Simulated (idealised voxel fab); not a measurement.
Documented hereafter: the process module known as voxel self aligned vias.
Each square cell in cross-section cut measures 5 nm, and the section as a whole is 295 nm wide.
If you're reading a cross-section in this doc, picture square cells in a grid; it comes to you as bands, top ones listed first down to the bottom, and a band can be one or more rows of cells.
A band entry consists of two parts. The first gives the height of the band's top and the height of its bottom, in nm. The rest lists the band's materials from left to right, each with its width in nm. A single material labelled with the word "everywhere" fills the band from edge to edge, and the word "empty" marks empty space.
Measure heights from 0. That's the level where, below it, the as-received wafer is all one material. The lowest band is bottomless and extends downward; write it as in "0..down".
The expression "30 to 40" gives the width at the extremes of the band, the first number at its top row of cells and the second at its bottom row, with the width changing by equal amounts from each row to the next in between.
Take "nothing changed" at face value: in the step it is given for, the cross-section changed in none of its cells.
"Enclosed empty spaces" - sealed voids, min. 8 cells, no opening to top; format: width x height at distance (distance from left edge; nm throughout).
Text after the settings on a step's line: the simulator's own remark on that step.
overlay nm: right-of-plan distance of the mask on a masked step; negative values mean left-of-plan.
[The planned process steps are enumerated hereunder]
1 RECEIVE (material Si)
2 CONFORMAL_DEP (material SiO2; thk nm 15)
3 CONFORMAL_DEP (material SiCN; thk nm 5)
4 DIRECTIONAL_DEP (material lowk; thk nm 25)
5 DIRECTIONAL_DEP (material aC; thk nm 15)
6 PATTERN (tone open; mask id LINES; material resist; width nm 15; pitch nm 60; thk nm 30; overlay nm 0)
7 DIRECTIONAL_ETCH (etch materials aC; depth nm 15)
8 STRIP (etch materials resist)
9 DIRECTIONAL_ETCH (etch materials lowk; depth nm 25)
10 STRIP (etch materials aC)
11 CONFORMAL_DEP (material TiN; thk nm 5)
12 FILL_DEP (material Ru; thk nm 10)
13 CMP (height nm 45)
14 SELECTIVE_ETCH (etch materials W Ru TiN; depth nm 5)
15 FILL_DEP (material SiN; thk nm 5)
16 CMP (height nm 45)
17 DIRECTIONAL_DEP (material lowk; thk nm 15)
18 PATTERN (tone open; mask id VIAS; material resist; width nm 45; pitch nm 60; thk nm 15; overlay nm 0)
19 DIRECTIONAL_ETCH (etch materials lowk; depth nm 15)
20 DIRECTIONAL_ETCH (etch materials SiN; depth nm 5)
21 STRIP (etch materials resist)
22 CONFORMAL_DEP (material TiN; thk nm 5)
23 FILL_DEP (material Ru; thk nm 10)
24 CMP (height nm 60)
25 CONFORMAL_DEP (material SiN; thk nm 5)
Where the wafers of this document differ is in the width nm of step 6; they start out the same, and the plan states the value that applied to the first wafer.
[Sectional view: first of several wafers, as received, after step 1]
	0..down  Si everywhere
	Enclosed empty spaces: none
[At the end of the module, after its last step, step 25, the first of several wafers appears in cross-section as follows]
	65..60  SiN everywhere
	60..50  lowk=65; TiN=5; Ru=35; TiN=5; lowk=15; TiN=5; Ru=35; TiN=5; lowk=15; TiN=5; Ru=35; TiN=5; lowk=65
	50..45  lowk=65; TiN=20; Ru=5; TiN=20; lowk=15; TiN=20; Ru=5; TiN=20; lowk=15; TiN=20; Ru=5; TiN=20; lowk=65
	45..40  lowk=80; TiN=15; lowk=45; TiN=15; lowk=45; TiN=15; lowk=80
	40..25  lowk=80; TiN=5; Ru=5; TiN=5; lowk=45; TiN=5; Ru=5; TiN=5; lowk=45; TiN=5; Ru=5; TiN=5; lowk=80
	25..20  lowk=80; TiN=15; lowk=45; TiN=15; lowk=45; TiN=15; lowk=80
	20..15  SiCN everywhere
	15..0  SiO2 everywhere
	0..down  Si everywhere
	Enclosed empty spaces: none
[X-section, last wafer, module end]
	65..60  SiN everywhere
	60..50  lowk=65; TiN=5; Ru=35; TiN=5; lowk=15; TiN=5; Ru=35; TiN=5; lowk=15; TiN=5; Ru=35; TiN=5; lowk=65
	50..45  lowk=65; TiN=10; Ru=30; TiN=5; lowk=15; TiN=10; Ru=30; TiN=5; lowk=15; TiN=10; Ru=30; TiN=5; lowk=65
	45..40  lowk=70; TiN=40; lowk=20; TiN=40; lowk=20; TiN=40; lowk=65
	40..25  lowk=70; TiN=5; Ru=30; TiN=5; lowk=20; TiN=5; Ru=30; TiN=5; lowk=20; TiN=5; Ru=30; TiN=5; lowk=65
	25..20  lowk=70; TiN=40; lowk=20; TiN=40; lowk=20; TiN=40; lowk=65
	20..15  SiCN everywhere
	15..0  SiO2 everywhere
	0..down  Si everywhere
	Enclosed empty spaces: none
[Basically each wafer gets a line in the table, showing it at the end of the module: material by material, the cells it gained (+) or lost (-) since we got it, then its closed voids]
width nm 15; +54 Ru; +59 SiCN; +59 SiN; +177 SiO2; +72 TiN; +346 lowk; Enclosed empty spaces: none
width nm 20; +66 Ru; +59 SiCN; +59 SiN; +177 SiO2; +75 TiN; +331 lowk; Enclosed empty spaces: none
width nm 25; +78 Ru; +59 SiCN; +59 SiN; +177 SiO2; +78 TiN; +316 lowk; Enclosed empty spaces: none
width nm 30; +90 Ru; +59 SiCN; +59 SiN; +177 SiO2; +81 TiN; +301 lowk; Enclosed empty spaces: none
width nm 35; +102 Ru; +59 SiCN; +59 SiN; +177 SiO2; +84 TiN; +286 lowk; Enclosed empty spaces: none
width nm 40; +114 Ru; +59 SiCN; +59 SiN; +177 SiO2; +87 TiN; +271 lowk; Enclosed empty spaces: none
